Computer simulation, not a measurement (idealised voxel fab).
Process module under the name voxel gate over fins
For reference, the cross-section in this document is cut, with width 260 nm and square cells of 5 nm.
Bands, listed from the top down, are how a cross-section gets written in this document; the cross-section itself is a grid of square cells, and a band is one or more rows of them.
Basically the band line says how high the top is and how high the bottom is, in nm, and then what's in it from left to right, every material with its width in nm. Empty space shows up as "air", and if a single material carries "throughout" it runs the full band edge to edge.
Note: height 0 marks the level under which the wafer is uniformly one material as received. Lowest band unbounded below, written "top 0, no bottom".
A two-number width, for instance "30->40", indicates that the width is equal to the first number in the top row of the band and to the second number in the bottom row, and that it changes by a constant amount per row of cells.
Step marked "no alteration"? Then no cell in the cross-section changed in it.
The list in "Closed internal cavities" covers empty spaces of 8 cells or more that cannot reach the top through any open way, and it gives each as width x height at distance; the distance is from the left edge, and width, height and distance are in nm.
Note: text after step settings on the step line = simulator remark on that step.
The line of a step may include "overlay nm". On a step with a mask, this value is how far to the right of its planned place the mask lay. A negative value means the mask lay to the left.

The planned process steps are enumerated hereunder:
step 1: RECEIVE, material Si
step 2: CONFORMAL_DEP, material SiN, thk nm 10
step 3: MASKED_ETCH, tone cover, mask id FINS, width nm 15, pitch nm 45, etch materials SiN, depth nm 10, overlay nm 0
step 4: MASKED_ETCH, tone cover, mask id FINS, width nm 15, pitch nm 45, etch materials Si, depth nm 35, overlay nm 0
step 5: OXIDIZE, depth nm 5
step 6: FILL_DEP, material SiO2, thk nm 15
step 7: CMP, height nm 10
step 8: SELECTIVE_ETCH, etch materials SiO2, depth nm 20
step 9: STRIP, etch materials SiN
step 10: CONFORMAL_DEP, material HfO2, thk nm 5
step 11: CONFORMAL_DEP, material TiN, thk nm 5
step 12: CONFORMAL_DEP, material TiAl, thk nm 5
step 13: CONFORMAL_DEP, material TiN, thk nm 5
step 14: FILL_DEP, material W, thk nm 15
step 15: CMP, height nm 30
step 16: CONFORMAL_DEP, material SiN, thk nm 10

The following pertains to the first of two wafers, which was processed as planned:

As-received state of the wafer in cross-section, equivalent to post-step 1:
    top 0, no bottom: Si throughout
    Closed internal cavities: none

Take a look at the wafer's cross-section after step 2:
    top 10, bottom 0: SiN throughout
    Anything lower than 0 is untouched.

Take a look at the wafer's cross-section after step 3:
    top 10, bottom 0: air (75) / SiN (15) / air (30) / SiN (15) / air (30) / SiN (15) / air (80)
    Anything lower than 0 is untouched.

Take a look at the wafer's cross-section after step 4:
    top 10, bottom 0: air (75) / SiN (15) / air (30) / SiN (15) / air (30) / SiN (15) / air (80)
    top 0, bottom -35: air (75) / Si (15) / air (30) / Si (15) / air (30) / Si (15) / air (80)
    Anything lower than -35 is untouched.

Take a look at the wafer's cross-section after step 5:
    top 10, bottom 0: air (75) / SiN (15) / air (30) / SiN (15) / air (30) / SiN (15) / air (80)
    top 0, bottom -35: air (75) / SiO2 (5) / Si (5) / SiO2 (5) / air (30) / SiO2 (5) / Si (5) / SiO2 (5) / air (30) / SiO2 (5) / Si (5) / SiO2 (5) / air (80)
    top -35, bottom -40: SiO2 (80) / Si (5) / SiO2 (40) / Si (5) / SiO2 (40) / Si (5) / SiO2 (85)
    Anything lower than -40 is untouched.

Take a look at the wafer's cross-section after step 6:
    top 25, bottom 10: SiO2 throughout
    top 10, bottom 0: SiO2 (75) / SiN (15) / SiO2 (30) / SiN (15) / SiO2 (30) / SiN (15) / SiO2 (80)
    top 0, bottom -40: SiO2 (80) / Si (5) / SiO2 (40) / Si (5) / SiO2 (40) / Si (5) / SiO2 (85)
    Anything lower than -40 is untouched.

Take a look at the wafer's cross-section after step 7:
    top 10, bottom 0: SiO2 (75) / SiN (15) / SiO2 (30) / SiN (15) / SiO2 (30) / SiN (15) / SiO2 (80)
    Anything lower than 0 is untouched.

Take a look at the wafer's cross-section after step 8:
    top 10, bottom 0: air (75) / SiN (15) / air (30) / SiN (15) / air (30) / SiN (15) / air (80)
    top 0, bottom -10: air (80) / Si (5) / air (40) / Si (5) / air (40) / Si (5) / air (85)
    Anything lower than -10 is untouched.

Take a look at the wafer's cross-section after step 9:
    top 0, bottom -10: air (80) / Si (5) / air (40) / Si (5) / air (40) / Si (5) / air (85)
    Anything lower than -10 is untouched.

Take a look at the wafer's cross-section after step 10:
    top 5, bottom 0: air (75) / HfO2 (15) / air (30) / HfO2 (15) / air (30) / HfO2 (15) / air (80)
    top 0, bottom -5: air (75) / HfO2 (5) / Si (5) / HfO2 (5) / air (30) / HfO2 (5) / Si (5) / HfO2 (5) / air (30) / HfO2 (5) / Si (5) / HfO2 (5) / air (80)
    top -5, bottom -10: HfO2 (80) / Si (5) / HfO2 (40) / Si (5) / HfO2 (40) / Si (5) / HfO2 (85)
    Anything lower than -10 is untouched.

Take a look at the wafer's cross-section after step 11:
    top 10, bottom 5: air (70) / TiN (25) / air (20) / TiN (25) / air (20) / TiN (25) / air (75)
    top 5, bottom 0: air (70) / TiN (5) / HfO2 (15) / TiN (5) / air (20) / TiN (5) / HfO2 (15) / TiN (5) / air (20) / TiN (5) / HfO2 (15) / TiN (5) / air (75)
    top 0, bottom -5: TiN (75) / HfO2 (5) / Si (5) / HfO2 (5) / TiN (30) / HfO2 (5) / Si (5) / HfO2 (5) / TiN (30) / HfO2 (5) / Si (5) / HfO2 (5) / TiN (80)
    Anything lower than -5 is untouched.

Take a look at the wafer's cross-section after step 12:
    top 15, bottom 10: air (65) / TiAl (35) / air (10) / TiAl (35) / air (10) / TiAl (35) / air (70)
    top 10, bottom 5: air (65) / TiAl (5) / TiN (25) / TiAl (5) / air (10) / TiAl (5) / TiN (25) / TiAl (5) / air (10) / TiAl (5) / TiN (25) / TiAl (5) / air (70)
    top 5, bottom 0: TiAl (70) / TiN (5) / HfO2 (15) / TiN (5) / TiAl (20) / TiN (5) / HfO2 (15) / TiN (5) / TiAl (20) / TiN (5) / HfO2 (15) / TiN (5) / TiAl (75)
    Anything lower than 0 is untouched.

Take a look at the wafer's cross-section after step 13:
    top 20, bottom 15: air (60) / TiN (135) / air (65)
    top 15, bottom 10: air (60) / TiN (5) / TiAl (35) / TiN (10) / TiAl (35) / TiN (10) / TiAl (35) / TiN (5) / air (65)
    top 10, bottom 5: TiN (65) / TiAl (5) / TiN (25) / TiAl (5) / TiN (10) / TiAl (5) / TiN (25) / TiAl (5) / TiN (10) / TiAl (5) / TiN (25) / TiAl (5) / TiN (70)
    Anything lower than 5 is untouched.

Take a look at the wafer's cross-section after step 14:
    top 35, bottom 20: W throughout
    top 20, bottom 15: W (60) / TiN (135) / W (65)
    top 15, bottom 10: W (60) / TiN (5) / TiAl (35) / TiN (10) / TiAl (35) / TiN (10) / TiAl (35) / TiN (5) / W (65)
    Anything lower than 10 is untouched.

Take a look at the wafer's cross-section after step 15:
    top 30, bottom 20: W throughout
    Anything lower than 20 is untouched.

Take a look at the wafer's cross-section after step 16:
    top 40, bottom 30: SiN throughout
    Anything lower than 30 is untouched.

For the second wafer, take the first wafer's start and plan, then add one mistake made in running it; everything through step 10, that step included, is shared with the first:

The second wafer in cross-section, at the planned close of step 11:
    top 10, bottom 5: air (70) / W (25) / air (20) / W (25) / air (20) / W (25) / air (75)
    top 5, bottom 0: air (70) / W (5) / HfO2 (15) / W (5) / air (20) / W (5) / HfO2 (15) / W (5) / air (20) / W (5) / HfO2 (15) / W (5) / air (75)
    top 0, bottom -5: W (75) / HfO2 (5) / Si (5) / HfO2 (5) / W (30) / HfO2 (5) / Si (5) / HfO2 (5) / W (30) / HfO2 (5) / Si (5) / HfO2 (5) / W (80)
    Anything lower than -5 is untouched.

The second wafer in cross-section, at the planned close of step 12:
    top 15, bottom 10: air (65) / TiAl (35) / air (10) / TiAl (35) / air (10) / TiAl (35) / air (70)
    top 10, bottom 5: air (65) / TiAl (5) / W (25) / TiAl (5) / air (10) / TiAl (5) / W (25) / TiAl (5) / air (10) / TiAl (5) / W (25) / TiAl (5) / air (70)
    top 5, bottom 0: TiAl (70) / W (5) / HfO2 (15) / W (5) / TiAl (20) / W (5) / HfO2 (15) / W (5) / TiAl (20) / W (5) / HfO2 (15) / W (5) / TiAl (75)
    Anything lower than 0 is untouched.

The second wafer in cross-section, at the planned close of step 13:
    top 20, bottom 15: air (60) / TiN (135) / air (65)
    top 15, bottom 10: air (60) / TiN (5) / TiAl (35) / TiN (10) / TiAl (35) / TiN (10) / TiAl (35) / TiN (5) / air (65)
    top 10, bottom 5: TiN (65) / TiAl (5) / W (25) / TiAl (5) / TiN (10) / TiAl (5) / W (25) / TiAl (5) / TiN (10) / TiAl (5) / W (25) / TiAl (5) / TiN (70)
    Anything lower than 5 is untouched.

The second wafer in cross-section, at the planned close of step 14:
    top 35, bottom 20: W throughout
    top 20, bottom 15: W (60) / TiN (135) / W (65)
    top 15, bottom 10: W (60) / TiN (5) / TiAl (35) / TiN (10) / TiAl (35) / TiN (10) / TiAl (35) / TiN (5) / W (65)
    Anything lower than 10 is untouched.

The second wafer in cross-section, at the planned close of step 15:
    top 30, bottom 20: W throughout
    Anything lower than 20 is untouched.

The second wafer in cross-section, at the planned close of step 16:
    top 40, bottom 30: SiN throughout
    Anything lower than 30 is untouched.
Misprocessing identified: step 11 deviated from plan and actually ran as CONFORMAL_DEP, material W, thk nm 5
The closing comparison, in cells, has the second wafer with more or fewer of some materials than the first: TiN -64 | W +64
